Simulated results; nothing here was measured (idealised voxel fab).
This section sets out a process module, namely voxel trench capacitor.
This is section cut - it's 235 nm across, gridded in 5 nm square cells.
This document writes a cross-section as a grid whose cells are square, and gives it as bands, listed from the top down; one or more rows of cells form a band.
It is stipulated that each band's entry specify, in nanometres, the height of the top of the band and then that of its bottom, followed by the materials of the band in left-to-right sequence, each together with its width in nanometres. A single material marked by the word "everywhere" is understood to fill the band from edge to edge; the word "empty" is understood to denote empty space.
All heights in this document are referenced to 0, defined as the level beneath which the wafer, as received, consists entirely of one material. The lowest band is not bounded below; it extends indefinitely downward and is written in the form "z 0 and below".
The expression "30..40" gives the width at the extremes of the band, the first number at its top row of cells and the second at its bottom row, with the width changing by equal amounts from each row to the next in between.
Key: "nothing got changed" - step with no changed cell in the cross-section.
"Voids lacking openings": sealed empty spaces, 8 cells or more, no open way to top, listed width x height at distance, with distance from the left edge and width, height and distance in nm.
It should be noted that, on the line of a given step, the content following the step's settings is a remark produced by the simulator itself with respect to that step.
Among the settings permitted on a step's line is "overlay nm"; applied to a step with a mask, it specifies the extent to which the mask lay to the right of its planned position, whereas a negative figure signifies a position to the left.
## The planned process steps are enumerated hereunder
| 1 | RECEIVE (material Si) |
| 2 | CONFORMAL_DEP (material SiN; thk nm 5) |
| 3 | MASKED_ETCH (tone open; mask id TRENCH; width nm 25; pitch nm 55; etch materials SiN; depth nm 5; overlay nm 0) |
| 4 | MASKED_ETCH (tone open; mask id TRENCH; width nm 25; pitch nm 55; etch materials Si; depth nm 40; overlay nm 0) |
| 5 | CONFORMAL_DEP (material Al2O3; thk nm 5) |
| 6 | FILL_DEP (material polySi; thk nm 10) |
| 7 | CMP (height nm 5) |
## First of two wafers: run as planned
## The cross-section here shows the wafer as received, i.e. in its state after step 1
  z 0 and below = Si everywhere
  Voids lacking openings: none
## Presented here is a cross-section of the wafer after step 2 has been performed
  z 5 to 0 = SiN everywhere
  Heights below 0 show no change.
## Presented here is a cross-section of the wafer after step 3 has been performed
  z 5 to 0 = SiN 50 nm; empty 25 nm; SiN 30 nm; empty 25 nm; SiN 30 nm; empty 25 nm; SiN 50 nm
  Heights below 0 show no change.
## Presented here is a cross-section of the wafer after step 4 has been performed
  z 5 to 0 = SiN 50 nm; empty 25 nm; SiN 30 nm; empty 25 nm; SiN 30 nm; empty 25 nm; SiN 50 nm
  z 0 to -40 = Si 50 nm; empty 25 nm; Si 30 nm; empty 25 nm; Si 30 nm; empty 25 nm; Si 50 nm
  Heights below -40 show no change.
## Presented here is a cross-section of the wafer after step 5 has been performed
  z 10 to 5 = Al2O3 55 nm; empty 15 nm; Al2O3 40 nm; empty 15 nm; Al2O3 40 nm; empty 15 nm; Al2O3 55 nm
  z 5 to 0 = SiN 50 nm; Al2O3 5 nm; empty 15 nm; Al2O3 5 nm; SiN 30 nm; Al2O3 5 nm; empty 15 nm; Al2O3 5 nm; SiN 30 nm; Al2O3 5 nm; empty 15 nm; Al2O3 5 nm; SiN 50 nm
  z 0 to -35 = Si 50 nm; Al2O3 5 nm; empty 15 nm; Al2O3 5 nm; Si 30 nm; Al2O3 5 nm; empty 15 nm; Al2O3 5 nm; Si 30 nm; Al2O3 5 nm; empty 15 nm; Al2O3 5 nm; Si 50 nm
  z -35 to -40 = Si 50 nm; Al2O3 25 nm; Si 30 nm; Al2O3 25 nm; Si 30 nm; Al2O3 25 nm; Si 50 nm
  Heights below -40 show no change.
## Presented here is a cross-section of the wafer after step 6 has been performed
  z 20 to 10 = polySi everywhere
  z 10 to 5 = Al2O3 55 nm; polySi 15 nm; Al2O3 40 nm; polySi 15 nm; Al2O3 40 nm; polySi 15 nm; Al2O3 55 nm
  z 5 to 0 = SiN 50 nm; Al2O3 5 nm; polySi 15 nm; Al2O3 5 nm; SiN 30 nm; Al2O3 5 nm; polySi 15 nm; Al2O3 5 nm; SiN 30 nm; Al2O3 5 nm; polySi 15 nm; Al2O3 5 nm; SiN 50 nm
  z 0 to -35 = Si 50 nm; Al2O3 5 nm; polySi 15 nm; Al2O3 5 nm; Si 30 nm; Al2O3 5 nm; polySi 15 nm; Al2O3 5 nm; Si 30 nm; Al2O3 5 nm; polySi 15 nm; Al2O3 5 nm; Si 50 nm
  Heights below -35 show no change.
## Presented here is a cross-section of the wafer after step 7 has been performed
  z 5 to 0 = SiN 50 nm; Al2O3 5 nm; polySi 15 nm; Al2O3 5 nm; SiN 30 nm; Al2O3 5 nm; polySi 15 nm; Al2O3 5 nm; SiN 30 nm; Al2O3 5 nm; polySi 15 nm; Al2O3 5 nm; SiN 50 nm
  Heights below 0 show no change.
## Companion wafer, the second of two: same beginning, same intended sequence, one mistake in carrying it out; through step 6 inclusive it tracks the first exactly
Second wafer profile in section, at the moment step 7 of the plan was meant to be complete: nothing got changed
Short version of what went wrong: plan step 7 never ran because it was skipped
Final cells, second wafer relative to first, materials higher or lower: Al2O3 +38; polySi +103
